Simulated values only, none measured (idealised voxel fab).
The following is a process module called voxel tone inversion.
The figure presents cross-section cut, which has a width of 190 nm and is divided into square cells with an edge length of 5 nm.
Format of a cross-section: grid, square cells. Given as bands. Order: top down. Band: one or more rows of cells. This entry defines a band. It first specifies the height of the band's top and the height of its bottom in nm, and then specifies the band's materials from left to right, stating each material with its width in nm. The word "everywhere" identifies a single material that fills the band from edge to edge, while the word "air" identifies empty space. Height reference: 0 = level under which incoming wafer is all one material. Lowest band: no bottom, runs on downward, e.g. "0 -> down". Think of "30->40" as a width that walks from the first number to the second as you go down the band, top row to bottom row, taking equal-sized steps from row to row. "left unchanged" after a step means that no cell of the cross-section changed. Entry "Enclosed void entries" = empty spaces >= 8 cells with no open way to the top; each as width x height at distance, distance from left edge, all nm. Read whatever lies past the settings on a step's line as the simulator's own remark about the step. The setting "overlay nm" may be written on the line of a step. When the step uses a mask, the value reports how far to the right of the planned place the mask lay, and a negative value reports that it lay to the left.
[These are the steps we planned for the process]
1 RECEIVE, material Si
2 CONFORMAL_DEP, material SiN, thk nm 5
3 DIRECTIONAL_DEP, material aC, thk nm 20
4 PATTERN, tone cover, mask id POSTS, material resist, width nm 25, pitch nm 50, thk nm 30, overlay nm -15
5 DIRECTIONAL_ETCH, etch materials aC, depth nm 20
6 STRIP, etch materials resist
7 FILL_DEP, material lowk, thk nm 10
8 CMP, height nm 25
9 STRIP, etch materials aC
10 CONFORMAL_DEP, material TiN, thk nm 5
11 FILL_DEP, material W, thk nm 10
12 CMP, height nm 25
13 CONFORMAL_DEP, material SiCN, thk nm 5
It is noted that the wafers described herein are identical at the outset and are distinguished by the overlay nm of step 4; the value stated in the plan corresponds to the first wafer.
[Cross-section of the first of several received wafers, showing its state after step 1]
0 -> down: Si everywhere
Enclosed void entries: none
[So in this table every wafer gets its own row, and what you see is where it stands at the end of the module: for each material, how many cells it picked up (+) or gave up (-) since we received it, and after that its closed voids]
overlay nm -15 | +38 SiCN | +38 SiN | +22 TiN | +18 W | +112 lowk | Enclosed void entries: none
overlay nm -10 | +38 SiCN | +38 SiN | +22 TiN | +18 W | +112 lowk | Enclosed void entries: none
overlay nm -5 | +38 SiCN | +38 SiN | +22 TiN | +18 W | +112 lowk | Enclosed void entries: none
overlay nm 0 | +38 SiCN | +38 SiN | +22 TiN | +18 W | +112 lowk | Enclosed void entries: none
overlay nm 5 | +38 SiCN | +38 SiN | +22 TiN | +18 W | +112 lowk | Enclosed void entries: none
overlay nm 10 | +38 SiCN | +38 SiN | +22 TiN | +18 W | +112 lowk | Enclosed void entries: none
overlay nm 15 | +38 SiCN | +38 SiN | +22 TiN | +18 W | +112 lowk | Enclosed void entries: none
